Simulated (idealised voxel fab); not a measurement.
process module | voxel wiring stack
cross-section cut | 275 nm wide | cells 5 nm
A cross-section is a grid of square cells, given in bands from the top down. A band is one or more rows of cells.
Each band's line starts with the height of the band's top and of its bottom, in nm. Then come its materials from left to right, each with its width in nm. One material with "throughout" fills the band from edge to edge. "air" is empty space.
Height 0 is the level under which the wafer as received is all one material. The lowest band goes on downwards, as in "0 down".
A width such as "30 to 40" changes by the same amount from each row of cells to the next, from the band's top row to its bottom row.
"no change" after a step means that no cell of the cross-section changed.
closed voids: empty space of 8 cells or more with no open way to the top, each as width x height at its distance from the left edge, in nm
after a step's settings: what the simulator itself notes on the step
overlay nm, on a step with a mask: how far to the right of its planned place the mask lay; to the left if negative
plan
1 op RECEIVE | material Si
2 op CONFORMAL_DEP | material SiO2 | thk nm 10
3 op CONFORMAL_DEP | material SiN | thk nm 5
4 op DIRECTIONAL_DEP | material SiO2 | thk nm 15
5 op DIRECTIONAL_DEP | material aC | thk nm 10
6 op PATTERN | tone open | mask id METAL_1 | material resist | width nm 20 | pitch nm 40 | thk nm 25 | overlay nm 0
7 op DIRECTIONAL_ETCH | etch materials aC | depth nm 10
8 op STRIP | etch materials resist
9 op DIRECTIONAL_ETCH | etch materials SiO2 | depth nm 15
10 op DIRECTIONAL_ETCH | etch materials SiN | depth nm 5
11 op STRIP | etch materials aC
12 op CONFORMAL_DEP | material TiN | thk nm 5
13 op FILL_DEP | material Cu | thk nm 5
14 op CMP | height nm 30
15 op CONFORMAL_DEP | material SiCN | thk nm 5
16 op DIRECTIONAL_DEP | material SiO2 | thk nm 20
17 op MASKED_ETCH | tone open | mask id PLUG_1 | width nm 15 | pitch nm 40 | etch materials SiO2 | depth nm 20 | overlay nm 0
18 op MASKED_ETCH | tone open | mask id PLUG_1 | width nm 15 | pitch nm 40 | etch materials SiCN | depth nm 5 | overlay nm 0
19 op EPI | material Ru | thk nm 10
20 op EPI | material Ru | thk nm 10
21 op EPI | material Ru | thk nm 5
22 op CONFORMAL_DEP | material SiN | thk nm 5
23 op DIRECTIONAL_DEP | material SiO2 | thk nm 20
24 op DIRECTIONAL_DEP | material aC | thk nm 10
25 op PATTERN | tone open | mask id METAL_2 | material resist | width nm 20 | pitch nm 40 | thk nm 25 | overlay nm 0
26 op DIRECTIONAL_ETCH | etch materials aC | depth nm 10
27 op STRIP | etch materials resist
28 op DIRECTIONAL_ETCH | etch materials SiO2 | depth nm 20
29 op DIRECTIONAL_ETCH | etch materials SiN | depth nm 5
30 op STRIP | etch materials aC
31 op CONFORMAL_DEP | material TiN | thk nm 5
32 op FILL_DEP | material Ru | thk nm 10
33 op CMP | height nm 80
34 op CONFORMAL_DEP | material SiCN | thk nm 5
35 op DIRECTIONAL_DEP | material lowk | thk nm 20
36 op DIRECTIONAL_DEP | material aC | thk nm 15
37 op PATTERN | tone open | mask id PLUG_2 | material resist | width nm 15 | pitch nm 40 | thk nm 30 | overlay nm 0
38 op DIRECTIONAL_ETCH | etch materials aC | depth nm 15
39 op STRIP | etch materials resist
40 op DIRECTIONAL_ETCH | etch materials lowk | depth nm 20
41 op DIRECTIONAL_ETCH | etch materials SiCN | depth nm 5
42 op STRIP | etch materials aC
43 op CONFORMAL_DEP | material TiN | thk nm 5
44 op FILL_DEP | material W | thk nm 10
45 op CMP | height nm 105
46 op DIRECTIONAL_DEP | material TiN | thk nm 5
47 op DIRECTIONAL_DEP | material W | thk nm 15
48 op MASKED_ETCH | tone cover | mask id METAL_3 | width nm 20 | pitch nm 40 | etch materials W | depth nm 15 | overlay nm 0
49 op MASKED_ETCH | tone cover | mask id METAL_3 | width nm 20 | pitch nm 40 | etch materials TiN | depth nm 5 | overlay nm 0
50 op FILL_DEP | material lowk | thk nm 5
51 op CMP | height nm 125
52 op CONFORMAL_DEP | material SiCN | thk nm 5
as received, after step 1
  0 down: Si throughout
  closed voids: none
first wafer at the end, as planned
  130 to 125: SiCN throughout
  125 to 110: lowk 65 | W 20 | lowk 20 | W 20 | lowk 20 | W 20 | lowk 20 | W 20 | lowk 70
  110 to 105: lowk 65 | TiN 20 | lowk 20 | TiN 20 | lowk 20 | TiN 20 | lowk 20 | TiN 20 | lowk 70
  105 to 85: lowk 65 | TiN 5 | W 5 | TiN 5 | lowk 25 | TiN 5 | W 5 | TiN 5 | lowk 25 | TiN 5 | W 5 | TiN 5 | lowk 25 | TiN 5 | W 5 | TiN 5 | lowk 75
  85 to 80: SiCN 65 | TiN 15 | SiCN 25 | TiN 15 | SiCN 25 | TiN 15 | SiCN 25 | TiN 15 | SiCN 75
  80 to 60: SiO2 65 | TiN 5 | Ru 10 | TiN 5 | SiO2 20 | TiN 5 | Ru 10 | TiN 5 | SiO2 20 | TiN 5 | Ru 10 | TiN 5 | SiO2 20 | TiN 5 | Ru 10 | TiN 5 | SiO2 70
  60 to 55: SiN 65 | TiN 20 | SiN 20 | TiN 20 | SiN 20 | TiN 20 | SiN 20 | TiN 20 | SiN 70
  55 to 35: SiO2 65 | Ru 15 | SiO2 25 | Ru 15 | SiO2 25 | Ru 15 | SiO2 25 | Ru 15 | SiO2 75
  35 to 30: SiCN 65 | Ru 15 | SiCN 25 | Ru 15 | SiCN 25 | Ru 15 | SiCN 25 | Ru 15 | SiCN 75
  30 to 15: SiO2 65 | TiN 5 | Cu 10 | TiN 5 | SiO2 20 | TiN 5 | Cu 10 | TiN 5 | SiO2 20 | TiN 5 | Cu 10 | TiN 5 | SiO2 20 | TiN 5 | Cu 10 | TiN 5 | SiO2 70
  15 to 10: SiN 65 | TiN 20 | SiN 20 | TiN 20 | SiN 20 | TiN 20 | SiN 20 | TiN 20 | SiN 70
  10 to 0: SiO2 throughout
  0 down: Si throughout
  closed voids: none
second wafer at the end: like start, like plan, one mistake
  130 to 125: SiCN throughout
  125 to 110: lowk 65 | W 20 | lowk 20 | W 20 | lowk 20 | W 20 | lowk 20 | W 20 | lowk 70
  110 to 105: lowk 65 | TiN 20 | lowk 20 | TiN 20 | lowk 20 | TiN 20 | lowk 20 | TiN 20 | lowk 70
  105 to 85: lowk 65 | TiN 5 | W 5 | TiN 5 | lowk 25 | TiN 5 | W 5 | TiN 5 | lowk 25 | TiN 5 | W 5 | TiN 5 | lowk 25 | TiN 5 | W 5 | TiN 5 | lowk 75
  85 to 80: SiCN 65 | TiN 15 | SiCN 25 | TiN 15 | SiCN 25 | TiN 15 | SiCN 25 | TiN 15 | SiCN 75
  80 to 75: SiN 65 | TiN 20 | SiN 20 | TiN 20 | SiN 20 | TiN 20 | SiN 20 | TiN 20 | SiN 70
  75 to 55: SiO2 65 | SiN 5 | TiN 5 | SiN 5 | SiO2 25 | SiN 5 | TiN 5 | SiN 5 | SiO2 25 | SiN 5 | TiN 5 | SiN 5 | SiO2 25 | SiN 5 | TiN 5 | SiN 5 | SiO2 75
  55 to 35: SiO2 throughout
  35 to 30: SiCN throughout
  30 to 15: SiO2 65 | TiN 5 | Cu 10 | TiN 5 | SiO2 20 | TiN 5 | Cu 10 | TiN 5 | SiO2 20 | TiN 5 | Cu 10 | TiN 5 | SiO2 20 | TiN 5 | Cu 10 | TiN 5 | SiO2 70
  15 to 10: SiN 65 | TiN 20 | SiN 20 | TiN 20 | SiN 20 | TiN 20 | SiN 20 | TiN 20 | SiN 70
  10 to 0: SiO2 throughout
  0 down: Si throughout
  closed voids: none
what went wrong: step 16 was run twice
at the end the second wafer has, in cells: 92 fewer of Ru | 12 more of SiCN | 32 more of SiN | 64 more of SiO2 | 16 fewer of TiN
